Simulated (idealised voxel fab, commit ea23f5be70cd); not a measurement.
Process module in this document: voxel wiring stack
Section cut is 205 nm wide and gridded with 5 nm square cells.
Format of a cross-section: grid, square cells. Given as bands. Order: top down. Band: one or more rows of cells.
Heads up on the band format: heights come first, top then bottom, in nm. After that it's the materials left to right, each with its width in nm. A single material flagged "edge to edge" fills the whole band edge to edge, and "blank" means there's empty space there.
A quick word on heights: they are counted from 0, and under that level the wafer as it came to us is one material throughout. The lowest band is different from the rest in having no bottom; it simply continues downward, written as in "from 0 down".
With a width like "30 to 40", each row of cells in the band differs from the next by the same amount, the top row carrying the first number and the bottom row the second.
"everything unchanged", as given for a step, is the statement that not any cell of the cross-section underwent a change during that step.
Closed-off voids of 8+ cells (no open route to the top) go in "Closed void entries", written width x height at distance from the left edge, in nm.
Heads up: the bit after the settings on a step's line is the simulator's remark on that step.
Regarding "overlay nm": on a step with a mask, it is the distance the mask lay to the right of its planned place; a negative value places it to the left.
## plan
1: RECEIVE,material Si
2: CONFORMAL_DEP,material SiO2,thk nm 15
3: DIRECTIONAL_DEP,material TiN,thk nm 5
4: DIRECTIONAL_DEP,material W,thk nm 15
5: MASKED_ETCH,tone cover,mask id METAL_1,width nm 25,pitch nm 55,etch materials W,depth nm 15,overlay nm 0
6: MASKED_ETCH,tone cover,mask id METAL_1,width nm 25,pitch nm 55,etch materials TiN,depth nm 5,overlay nm 0
7: CONFORMAL_DEP,material SiCN,thk nm 5
8: FILL_DEP,material SiO2,thk nm 10
9: CMP,height nm 35
10: CONFORMAL_DEP,material SiCN,thk nm 5
11: DIRECTIONAL_DEP,material SiO2,thk nm 20
12: PATTERN,tone open,mask id PLUG_1,material resist,width nm 15,pitch nm 55,thk nm 15,overlay nm 0
13: DIRECTIONAL_ETCH,etch materials SiO2,depth nm 20
14: DIRECTIONAL_ETCH,etch materials SiCN,depth nm 5
15: STRIP,etch materials resist
16: CONFORMAL_DEP,material TiN,thk nm 5
17: FILL_DEP,material Cu,thk nm 5
18: CMP,height nm 60
19: CONFORMAL_DEP,material SiCN,thk nm 5
20: DIRECTIONAL_DEP,material lowk,thk nm 15
21: DIRECTIONAL_DEP,material aC,thk nm 10
22: PATTERN,tone open,mask id METAL_2,material resist,width nm 25,pitch nm 55,thk nm 25,overlay nm 0
23: DIRECTIONAL_ETCH,etch materials aC,depth nm 10
24: STRIP,etch materials resist
25: DIRECTIONAL_ETCH,etch materials lowk,depth nm 15
26: DIRECTIONAL_ETCH,etch materials SiCN,depth nm 5
27: STRIP,etch materials aC
28: CONFORMAL_DEP,material TiN,thk nm 5
29: FILL_DEP,material Cu,thk nm 10
30: CMP,height nm 80
31: CONFORMAL_DEP,material SiCN,thk nm 5
32: DIRECTIONAL_DEP,material SiO2,thk nm 15
33: PATTERN,tone open,mask id PLUG_2,material resist,width nm 15,pitch nm 55,thk nm 20,overlay nm 0
34: DIRECTIONAL_ETCH,etch materials SiO2,depth nm 15
35: DIRECTIONAL_ETCH,etch materials SiCN,depth nm 5
36: STRIP,etch materials resist
37: EPI,material Ru,thk nm 10
38: EPI,material Ru,thk nm 10
39: CONFORMAL_DEP,material SiCN,thk nm 5
40: DIRECTIONAL_DEP,material SiO2,thk nm 20
41: DIRECTIONAL_DEP,material aC,thk nm 10
42: PATTERN,tone open,mask id METAL_3,material resist,width nm 25,pitch nm 55,thk nm 25,overlay nm 0
43: DIRECTIONAL_ETCH,etch materials aC,depth nm 10
44: STRIP,etch materials resist
45: DIRECTIONAL_ETCH,etch materials SiO2,depth nm 20
46: DIRECTIONAL_ETCH,etch materials SiCN,depth nm 5
47: STRIP,etch materials aC
48: CONFORMAL_DEP,material TiN,thk nm 5
49: FILL_DEP,material Ru,thk nm 10
50: CMP,height nm 125
51: CONFORMAL_DEP,material SiN,thk nm 5
## First of two wafers, processed according to plan
## Wafer at receipt (post step 1), cross-section
> from 0 down  Si edge to edge
> Closed void entries: none
## State of the wafer after step 2, shown in cross-section
> from 15 to 0  SiO2 edge to edge
> At heights below 0, the structure remains unaltered.
## State of the wafer after step 3, shown in cross-section
> from 20 to 15  TiN edge to edge
> At heights below 15, the structure remains unaltered.
## State of the wafer after step 4, shown in cross-section
> from 35 to 20  W edge to edge
> At heights below 20, the structure remains unaltered.
## State of the wafer after step 5, shown in cross-section
> from 35 to 20  blank 60 nm | W 25 nm | blank 30 nm | W 25 nm | blank 65 nm
> At heights below 20, the structure remains unaltered.
## State of the wafer after step 6, shown in cross-section
> from 35 to 20  blank 60 nm | W 25 nm | blank 30 nm | W 25 nm | blank 65 nm
> from 20 to 15  blank 60 nm | TiN 25 nm | blank 30 nm | TiN 25 nm | blank 65 nm
> At heights below 15, the structure remains unaltered.
## State of the wafer after step 7, shown in cross-section
> from 40 to 35  blank 55 nm | SiCN 35 nm | blank 20 nm | SiCN 35 nm | blank 60 nm
> from 35 to 20  blank 55 nm | SiCN 5 nm | W 25 nm | SiCN 5 nm | blank 20 nm | SiCN 5 nm | W 25 nm | SiCN 5 nm | blank 60 nm
> from 20 to 15  SiCN 60 nm | TiN 25 nm | SiCN 30 nm | TiN 25 nm | SiCN 65 nm
> At heights below 15, the structure remains unaltered.
## State of the wafer after step 8, shown in cross-section
> from 50 to 40  SiO2 edge to edge
> from 40 to 35  SiO2 55 nm | SiCN 35 nm | SiO2 20 nm | SiCN 35 nm | SiO2 60 nm
> from 35 to 20  SiO2 55 nm | SiCN 5 nm | W 25 nm | SiCN 5 nm | SiO2 20 nm | SiCN 5 nm | W 25 nm | SiCN 5 nm | SiO2 60 nm
> At heights below 20, the structure remains unaltered.
## State of the wafer after step 9, shown in cross-section
> from 35 to 20  SiO2 55 nm | SiCN 5 nm | W 25 nm | SiCN 5 nm | SiO2 20 nm | SiCN 5 nm | W 25 nm | SiCN 5 nm | SiO2 60 nm
> At heights below 20, the structure remains unaltered.
## State of the wafer after step 10, shown in cross-section
> from 40 to 35  SiCN edge to edge
> At heights below 35, the structure remains unaltered.
## State of the wafer after step 11, shown in cross-section
> from 60 to 40  SiO2 edge to edge
> At heights below 40, the structure remains unaltered.
## State of the wafer after step 12, shown in cross-section
> from 75 to 60  resist 60 nm | blank 15 nm | resist 40 nm | blank 15 nm | resist 75 nm
> At heights below 60, the structure remains unaltered.
## State of the wafer after step 13, shown in cross-section
> from 75 to 60  resist 60 nm | blank 15 nm | resist 40 nm | blank 15 nm | resist 75 nm
> from 60 to 40  SiO2 60 nm | blank 15 nm | SiO2 40 nm | blank 15 nm | SiO2 75 nm
> At heights below 40, the structure remains unaltered.
## State of the wafer after step 14, shown in cross-section
> from 75 to 60  resist 60 nm | blank 15 nm | resist 40 nm | blank 15 nm | resist 75 nm
> from 60 to 40  SiO2 60 nm | blank 15 nm | SiO2 40 nm | blank 15 nm | SiO2 75 nm
> from 40 to 35  SiCN 60 nm | blank 15 nm | SiCN 40 nm | blank 15 nm | SiCN 75 nm
> At heights below 35, the structure remains unaltered.
## State of the wafer after step 15, shown in cross-section
> from 60 to 40  SiO2 60 nm | blank 15 nm | SiO2 40 nm | blank 15 nm | SiO2 75 nm
> At heights below 40, the structure remains unaltered.
## State of the wafer after step 16, shown in cross-section
> from 65 to 60  TiN 65 nm | blank 5 nm | TiN 50 nm | blank 5 nm | TiN 80 nm
> from 60 to 40  SiO2 60 nm | TiN 5 nm | blank 5 nm | TiN 5 nm | SiO2 40 nm | TiN 5 nm | blank 5 nm | TiN 5 nm | SiO2 75 nm
> from 40 to 35  SiCN 60 nm | TiN 15 nm | SiCN 40 nm | TiN 15 nm | SiCN 75 nm
> At heights below 35, the structure remains unaltered.
## State of the wafer after step 17, shown in cross-section
> from 70 to 65  Cu edge to edge
> from 65 to 60  TiN 65 nm | Cu 5 nm | TiN 50 nm | Cu 5 nm | TiN 80 nm
> from 60 to 40  SiO2 60 nm | TiN 5 nm | Cu 5 nm | TiN 5 nm | SiO2 40 nm | TiN 5 nm | Cu 5 nm | TiN 5 nm | SiO2 75 nm
> At heights below 40, the structure remains unaltered.
## State of the wafer after step 18, shown in cross-section
> from 60 to 40  SiO2 60 nm | TiN 5 nm | Cu 5 nm | TiN 5 nm | SiO2 40 nm | TiN 5 nm | Cu 5 nm | TiN 5 nm | SiO2 75 nm
> At heights below 40, the structure remains unaltered.
## State of the wafer after step 19, shown in cross-section
> from 65 to 60  SiCN edge to edge
> At heights below 60, the structure remains unaltered.
## State of the wafer after step 20, shown in cross-section
> from 80 to 65  lowk edge to edge
> At heights below 65, the structure remains unaltered.
## State of the wafer after step 21, shown in cross-section
> from 90 to 80  aC edge to edge
> At heights below 80, the structure remains unaltered.
## State of the wafer after step 22, shown in cross-section
> from 115 to 90  resist 60 nm | blank 25 nm | resist 30 nm | blank 25 nm | resist 65 nm
> At heights below 90, the structure remains unaltered.
## State of the wafer after step 23, shown in cross-section
> from 105 to 90  resist 60 nm | blank 25 nm | resist 30 nm | blank 25 nm | resist 65 nm
> from 90 to 80  aC 60 nm | blank 25 nm | aC 30 nm | blank 25 nm | aC 65 nm
> At heights below 80, the structure remains unaltered.
## State of the wafer after step 24, shown in cross-section
> from 90 to 80  aC 60 nm | blank 25 nm | aC 30 nm | blank 25 nm | aC 65 nm
> At heights below 80, the structure remains unaltered.
## State of the wafer after step 25, shown in cross-section
> from 90 to 80  aC 60 nm | blank 25 nm | aC 30 nm | blank 25 nm | aC 65 nm
> from 80 to 65  lowk 60 nm | blank 25 nm | lowk 30 nm | blank 25 nm | lowk 65 nm
> At heights below 65, the structure remains unaltered.
## State of the wafer after step 26, shown in cross-section
> from 90 to 80  aC 60 nm | blank 25 nm | aC 30 nm | blank 25 nm | aC 65 nm
> from 80 to 65  lowk 60 nm | blank 25 nm | lowk 30 nm | blank 25 nm | lowk 65 nm
> from 65 to 60  SiCN 60 nm | blank 25 nm | SiCN 30 nm | blank 25 nm | SiCN 65 nm
> At heights below 60, the structure remains unaltered.
## State of the wafer after step 27, shown in cross-section
> from 80 to 65  lowk 60 nm | blank 25 nm | lowk 30 nm | blank 25 nm | lowk 65 nm
> At heights below 65, the structure remains unaltered.
## State of the wafer after step 28, shown in cross-section
> from 85 to 80  TiN 65 nm | blank 15 nm | TiN 40 nm | blank 15 nm | TiN 70 nm
> from 80 to 65  lowk 60 nm | TiN 5 nm | blank 15 nm | TiN 5 nm | lowk 30 nm | TiN 5 nm | blank 15 nm | TiN 5 nm | lowk 65 nm
> from 65 to 60  SiCN 60 nm | TiN 25 nm | SiCN 30 nm | TiN 25 nm | SiCN 65 nm
> At heights below 60, the structure remains unaltered.
## State of the wafer after step 29, shown in cross-section
> from 95 to 85  Cu edge to edge
> from 85 to 80  TiN 65 nm | Cu 15 nm | TiN 40 nm | Cu 15 nm | TiN 70 nm
> from 80 to 65  lowk 60 nm | TiN 5 nm | Cu 15 nm | TiN 5 nm | lowk 30 nm | TiN 5 nm | Cu 15 nm | TiN 5 nm | lowk 65 nm
> At heights below 65, the structure remains unaltered.
## State of the wafer after step 30, shown in cross-section
> from 80 to 65  lowk 60 nm | TiN 5 nm | Cu 15 nm | TiN 5 nm | lowk 30 nm | TiN 5 nm | Cu 15 nm | TiN 5 nm | lowk 65 nm
> At heights below 65, the structure remains unaltered.
## State of the wafer after step 31, shown in cross-section
> from 85 to 80  SiCN edge to edge
> At heights below 80, the structure remains unaltered.
## State of the wafer after step 32, shown in cross-section
> from 100 to 85  SiO2 edge to edge
> At heights below 85, the structure remains unaltered.
## State of the wafer after step 33, shown in cross-section
> from 120 to 100  resist 60 nm | blank 15 nm | resist 40 nm | blank 15 nm | resist 75 nm
> At heights below 100, the structure remains unaltered.
## State of the wafer after step 34, shown in cross-section
> from 120 to 100  resist 60 nm | blank 15 nm | resist 40 nm | blank 15 nm | resist 75 nm
> from 100 to 85  SiO2 60 nm | blank 15 nm | SiO2 40 nm | blank 15 nm | SiO2 75 nm
> At heights below 85, the structure remains unaltered.
## State of the wafer after step 35, shown in cross-section
> from 120 to 100  resist 60 nm | blank 15 nm | resist 40 nm | blank 15 nm | resist 75 nm
> from 100 to 85  SiO2 60 nm | blank 15 nm | SiO2 40 nm | blank 15 nm | SiO2 75 nm
> from 85 to 80  SiCN 60 nm | blank 15 nm | SiCN 40 nm | blank 15 nm | SiCN 75 nm
> At heights below 80, the structure remains unaltered.
## State of the wafer after step 36, shown in cross-section
> from 100 to 85  SiO2 60 nm | blank 15 nm | SiO2 40 nm | blank 15 nm | SiO2 75 nm
> At heights below 85, the structure remains unaltered.
## State of the wafer after step 37, shown in cross-section
> from 100 to 90  SiO2 60 nm | blank 15 nm | SiO2 40 nm | blank 15 nm | SiO2 75 nm
> from 90 to 85  SiO2 60 nm | Ru 15 nm | SiO2 40 nm | Ru 15 nm | SiO2 75 nm
> from 85 to 80  SiCN 60 nm | Ru 15 nm | SiCN 40 nm | Ru 15 nm | SiCN 75 nm
> At heights below 80, the structure remains unaltered.
## State of the wafer after step 38, shown in cross-section
> from 100 to 85  SiO2 60 nm | Ru 15 nm | SiO2 40 nm | Ru 15 nm | SiO2 75 nm
> At heights below 85, the structure remains unaltered.
## State of the wafer after step 39, shown in cross-section
> from 105 to 100  SiCN edge to edge
> At heights below 100, the structure remains unaltered.
## State of the wafer after step 40, shown in cross-section
> from 125 to 105  SiO2 edge to edge
> At heights below 105, the structure remains unaltered.
## State of the wafer after step 41, shown in cross-section
> from 135 to 125  aC edge to edge
> At heights below 125, the structure remains unaltered.
## State of the wafer after step 42, shown in cross-section
> from 160 to 135  resist 60 nm | blank 25 nm | resist 30 nm | blank 25 nm | resist 65 nm
> At heights below 135, the structure remains unaltered.
## State of the wafer after step 43, shown in cross-section
> from 150 to 135  resist 60 nm | blank 25 nm | resist 30 nm | blank 25 nm | resist 65 nm
> from 135 to 125  aC 60 nm | blank 25 nm | aC 30 nm | blank 25 nm | aC 65 nm
> At heights below 125, the structure remains unaltered.
## State of the wafer after step 44, shown in cross-section
> from 135 to 125  aC 60 nm | blank 25 nm | aC 30 nm | blank 25 nm | aC 65 nm
> At heights below 125, the structure remains unaltered.
## State of the wafer after step 45, shown in cross-section
> from 135 to 125  aC 60 nm | blank 25 nm | aC 30 nm | blank 25 nm | aC 65 nm
> from 125 to 105  SiO2 60 nm | blank 25 nm | SiO2 30 nm | blank 25 nm | SiO2 65 nm
> At heights below 105, the structure remains unaltered.
## State of the wafer after step 46, shown in cross-section
> from 135 to 125  aC 60 nm | blank 25 nm | aC 30 nm | blank 25 nm | aC 65 nm
> from 125 to 105  SiO2 60 nm | blank 25 nm | SiO2 30 nm | blank 25 nm | SiO2 65 nm
> from 105 to 100  SiCN 60 nm | blank 25 nm | SiCN 30 nm | blank 25 nm | SiCN 65 nm
> At heights below 100, the structure remains unaltered.
## State of the wafer after step 47, shown in cross-section
> from 125 to 105  SiO2 60 nm | blank 25 nm | SiO2 30 nm | blank 25 nm | SiO2 65 nm
> At heights below 105, the structure remains unaltered.
## State of the wafer after step 48, shown in cross-section
> from 130 to 125  TiN 65 nm | blank 15 nm | TiN 40 nm | blank 15 nm | TiN 70 nm
> from 125 to 105  SiO2 60 nm | TiN 5 nm | blank 15 nm | TiN 5 nm | SiO2 30 nm | TiN 5 nm | blank 15 nm | TiN 5 nm | SiO2 65 nm
> from 105 to 100  SiCN 60 nm | TiN 25 nm | SiCN 30 nm | TiN 25 nm | SiCN 65 nm
> At heights below 100, the structure remains unaltered.
## State of the wafer after step 49, shown in cross-section
> from 140 to 130  Ru edge to edge
> from 130 to 125  TiN 65 nm | Ru 15 nm | TiN 40 nm | Ru 15 nm | TiN 70 nm
> from 125 to 105  SiO2 60 nm | TiN 5 nm | Ru 15 nm | TiN 5 nm | SiO2 30 nm | TiN 5 nm | Ru 15 nm | TiN 5 nm | SiO2 65 nm
> At heights below 105, the structure remains unaltered.
## State of the wafer after step 50, shown in cross-section
> from 125 to 105  SiO2 60 nm | TiN 5 nm | Ru 15 nm | TiN 5 nm | SiO2 30 nm | TiN 5 nm | Ru 15 nm | TiN 5 nm | SiO2 65 nm
> At heights below 105, the structure remains unaltered.
## State of the wafer after step 51, shown in cross-section
> from 130 to 125  SiN edge to edge
> At heights below 125, the structure remains unaltered.
## For the second wafer, take the first wafer's start and plan, then add one mistake made in running it; everything through step 31, that step included, is shared with the first
## Cross-section, second wafer, at the end time the plan gives for step 32
> from 115 to 85  SiO2 edge to edge
> At heights below 85, the structure remains unaltered.
## Cross-section, second wafer, at the end time the plan gives for step 33
> from 135 to 115  resist 60 nm | blank 15 nm | resist 40 nm | blank 15 nm | resist 75 nm
> At heights below 115, the structure remains unaltered.
## Cross-section, second wafer, at the end time the plan gives for step 34
> from 135 to 115  resist 60 nm | blank 15 nm | resist 40 nm | blank 15 nm | resist 75 nm
> from 115 to 100  SiO2 60 nm | blank 15 nm | SiO2 40 nm | blank 15 nm | SiO2 75 nm
> At heights below 100, the structure remains unaltered.
Cross-section, second wafer, at the end time the plan gives for step 35: everything unchanged
## Cross-section, second wafer, at the end time the plan gives for step 36
> from 115 to 100  SiO2 60 nm | blank 15 nm | SiO2 40 nm | blank 15 nm | SiO2 75 nm
> At heights below 100, the structure remains unaltered.
Cross-section, second wafer, at the end time the plan gives for step 37: everything unchanged
Cross-section, second wafer, at the end time the plan gives for step 38: everything unchanged
## Cross-section, second wafer, at the end time the plan gives for step 39
> from 120 to 115  SiCN 65 nm | blank 5 nm | SiCN 50 nm | blank 5 nm | SiCN 80 nm
> from 115 to 105  SiO2 60 nm | SiCN 5 nm | blank 5 nm | SiCN 5 nm | SiO2 40 nm | SiCN 5 nm | blank 5 nm | SiCN 5 nm | SiO2 75 nm
> from 105 to 100  SiO2 60 nm | SiCN 15 nm | SiO2 40 nm | SiCN 15 nm | SiO2 75 nm
> At heights below 100, the structure remains unaltered.
## Cross-section, second wafer, at the end time the plan gives for step 40
> from 140 to 125  SiO2 65 nm | blank 5 nm | SiO2 50 nm | blank 5 nm | SiO2 80 nm
> from 125 to 120  SiO2 edge to edge
> from 120 to 115  SiCN 65 nm | SiO2 5 nm | SiCN 50 nm | SiO2 5 nm | SiCN 80 nm
> from 115 to 105  SiO2 60 nm | SiCN 5 nm | SiO2 5 nm | SiCN 5 nm | SiO2 40 nm | SiCN 5 nm | SiO2 5 nm | SiCN 5 nm | SiO2 75 nm
> At heights below 105, the structure remains unaltered.
## Cross-section, second wafer, at the end time the plan gives for step 41
> from 150 to 140  aC 65 nm | blank 5 nm | aC 50 nm | blank 5 nm | aC 80 nm
> from 140 to 135  SiO2 65 nm | blank 5 nm | SiO2 50 nm | blank 5 nm | SiO2 80 nm
> from 135 to 125  SiO2 65 nm | aC 5 nm | SiO2 50 nm | aC 5 nm | SiO2 80 nm
> At heights below 125, the structure remains unaltered.
## Cross-section, second wafer, at the end time the plan gives for step 42
> from 175 to 150  resist 60 nm | blank 25 nm | resist 30 nm | blank 25 nm | resist 65 nm
> At heights below 150, the structure remains unaltered.
## Cross-section, second wafer, at the end time the plan gives for step 43
> from 165 to 150  resist 60 nm | blank 25 nm | resist 30 nm | blank 25 nm | resist 65 nm
> from 150 to 140  aC 60 nm | blank 25 nm | aC 30 nm | blank 25 nm | aC 65 nm
> from 140 to 125  SiO2 65 nm | blank 5 nm | SiO2 50 nm | blank 5 nm | SiO2 80 nm
> At heights below 125, the structure remains unaltered.
## Cross-section, second wafer, at the end time the plan gives for step 44
> from 150 to 140  aC 60 nm | blank 25 nm | aC 30 nm | blank 25 nm | aC 65 nm
> At heights below 140, the structure remains unaltered.
## Cross-section, second wafer, at the end time the plan gives for step 45
> from 150 to 140  aC 60 nm | blank 25 nm | aC 30 nm | blank 25 nm | aC 65 nm
> from 140 to 120  SiO2 60 nm | blank 25 nm | SiO2 30 nm | blank 25 nm | SiO2 65 nm
> from 120 to 115  SiCN 65 nm | blank 5 nm | SiCN 50 nm | blank 5 nm | SiCN 80 nm
> from 115 to 105  SiO2 60 nm | SiCN 5 nm | blank 5 nm | SiCN 5 nm | SiO2 40 nm | SiCN 5 nm | blank 5 nm | SiCN 5 nm | SiO2 75 nm
> At heights below 105, the structure remains unaltered.
## Cross-section, second wafer, at the end time the plan gives for step 46
> from 150 to 140  aC 60 nm | blank 25 nm | aC 30 nm | blank 25 nm | aC 65 nm
> from 140 to 120  SiO2 60 nm | blank 25 nm | SiO2 30 nm | blank 25 nm | SiO2 65 nm
> from 120 to 115  SiCN 60 nm | blank 25 nm | SiCN 30 nm | blank 25 nm | SiCN 65 nm
> from 115 to 100  SiO2 60 nm | SiCN 5 nm | blank 5 nm | SiCN 5 nm | SiO2 40 nm | SiCN 5 nm | blank 5 nm | SiCN 5 nm | SiO2 75 nm
> At heights below 100, the structure remains unaltered.
## Cross-section, second wafer, at the end time the plan gives for step 47
> from 140 to 120  SiO2 60 nm | blank 25 nm | SiO2 30 nm | blank 25 nm | SiO2 65 nm
> At heights below 120, the structure remains unaltered.
## Cross-section, second wafer, at the end time the plan gives for step 48
> from 145 to 140  TiN 65 nm | blank 15 nm | TiN 40 nm | blank 15 nm | TiN 70 nm
> from 140 to 120  SiO2 60 nm | TiN 5 nm | blank 15 nm | TiN 5 nm | SiO2 30 nm | TiN 5 nm | blank 15 nm | TiN 5 nm | SiO2 65 nm
> from 120 to 115  SiCN 60 nm | TiN 25 nm | SiCN 30 nm | TiN 25 nm | SiCN 65 nm
> from 115 to 100  SiO2 60 nm | SiCN 5 nm | TiN 5 nm | SiCN 5 nm | SiO2 40 nm | SiCN 5 nm | TiN 5 nm | SiCN 5 nm | SiO2 75 nm
> At heights below 100, the structure remains unaltered.
## Cross-section, second wafer, at the end time the plan gives for step 49
> from 155 to 145  Ru edge to edge
> from 145 to 140  TiN 65 nm | Ru 15 nm | TiN 40 nm | Ru 15 nm | TiN 70 nm
> from 140 to 120  SiO2 60 nm | TiN 5 nm | Ru 15 nm | TiN 5 nm | SiO2 30 nm | TiN 5 nm | Ru 15 nm | TiN 5 nm | SiO2 65 nm
> At heights below 120, the structure remains unaltered.
## Cross-section, second wafer, at the end time the plan gives for step 50
> from 125 to 120  SiO2 60 nm | TiN 5 nm | Ru 15 nm | TiN 5 nm | SiO2 30 nm | TiN 5 nm | Ru 15 nm | TiN 5 nm | SiO2 65 nm
> At heights below 120, the structure remains unaltered.
## Cross-section, second wafer, at the end time the plan gives for step 51
> from 130 to 125  SiN edge to edge
> At heights below 125, the structure remains unaltered.
Nonconformance to the process plan: plan step 32 was twice executed
Wrapping up, a cell-based count of both wafers puts the second over or under the first for these materials: Ru -42 | SiCN +18 | SiO2 +30 | TiN -6
